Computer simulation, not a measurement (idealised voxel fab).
process module | voxel air gaps
cross-section cut | 210 nm wide | cells 5 nm
A cross-section is a grid of square cells, given in bands from the top down. A band is one or more rows of cells.
Each band's line starts with the height of the band's top and of its bottom, in nm. Then come its materials from left to right, each with its width in nm. One material with "throughout" fills the band from edge to edge. "air" is empty space.
Height 0 is the level under which the wafer as received is all one material. The lowest band goes on downwards, as in "0 down".
A width such as "30 to 40" changes by the same amount from each row of cells to the next, from the band's top row to its bottom row.
"no change" after a step means that no cell of the cross-section changed.
closed voids: empty space of 8 cells or more with no open way to the top, each as width x height at its distance from the left edge, in nm
after a step's settings: what the simulator itself notes on the step
overlay nm, on a step with a mask: how far to the right of its planned place the mask lay; to the left if negative
plan
1 op RECEIVE | material Si
2 op CONFORMAL_DEP | material SiO2 | thk nm 10
3 op CONFORMAL_DEP | material SiCN | thk nm 5
4 op DIRECTIONAL_DEP | material lowk | thk nm 35
5 op DIRECTIONAL_DEP | material aC | thk nm 15
6 op PATTERN | tone open | mask id LINES | material resist | width nm 15 | pitch nm 45 | thk nm 35 | overlay nm -15
7 op DIRECTIONAL_ETCH | etch materials aC | depth nm 15
8 op STRIP | etch materials resist
9 op DIRECTIONAL_ETCH | etch materials lowk | depth nm 35
10 op STRIP | etch materials aC
11 op CONFORMAL_DEP | material TiN | thk nm 5
12 op FILL_DEP | material W | thk nm 10
13 op CMP | height nm 50
14 op EPI | material Ru | thk nm 10
15 op SELECTIVE_ETCH | etch materials lowk | depth nm 45
16 op CONFORMAL_DEP | material SiCN | thk nm 5
varied across the wafers: overlay nm of step 6. The plan shows the first wafer's value. All wafers start alike
first wafer as received, after step 1
  0 down: Si throughout
  closed voids: none
each wafer at the end: cells of each material gained (+) or lost (-) since it was received, then its closed voids
overlay nm -15 | +42 Ru | +162 SiCN | +84 SiO2 | +45 TiN | +18 W | closed voids: 20 x 25 at 55; 20 x 25 at 100
overlay nm -10 | +42 Ru | +162 SiCN | +84 SiO2 | +45 TiN | +18 W | closed voids: 20 x 25 at 60; 20 x 25 at 105
overlay nm -5 | +42 Ru | +162 SiCN | +84 SiO2 | +45 TiN | +18 W | closed voids: 20 x 25 at 65; 20 x 25 at 110
overlay nm 0 | +42 Ru | +162 SiCN | +84 SiO2 | +45 TiN | +18 W | closed voids: 20 x 25 at 70; 20 x 25 at 115
overlay nm 5 | +42 Ru | +162 SiCN | +84 SiO2 | +45 TiN | +18 W | closed voids: 20 x 25 at 75; 20 x 25 at 120
overlay nm 10 | +42 Ru | +162 SiCN | +84 SiO2 | +45 TiN | +18 W | closed voids: 20 x 25 at 80; 20 x 25 at 125
overlay nm 15 | +42 Ru | +162 SiCN | +84 SiO2 | +45 TiN | +18 W | closed voids: 20 x 25 at 85; 20 x 25 at 130
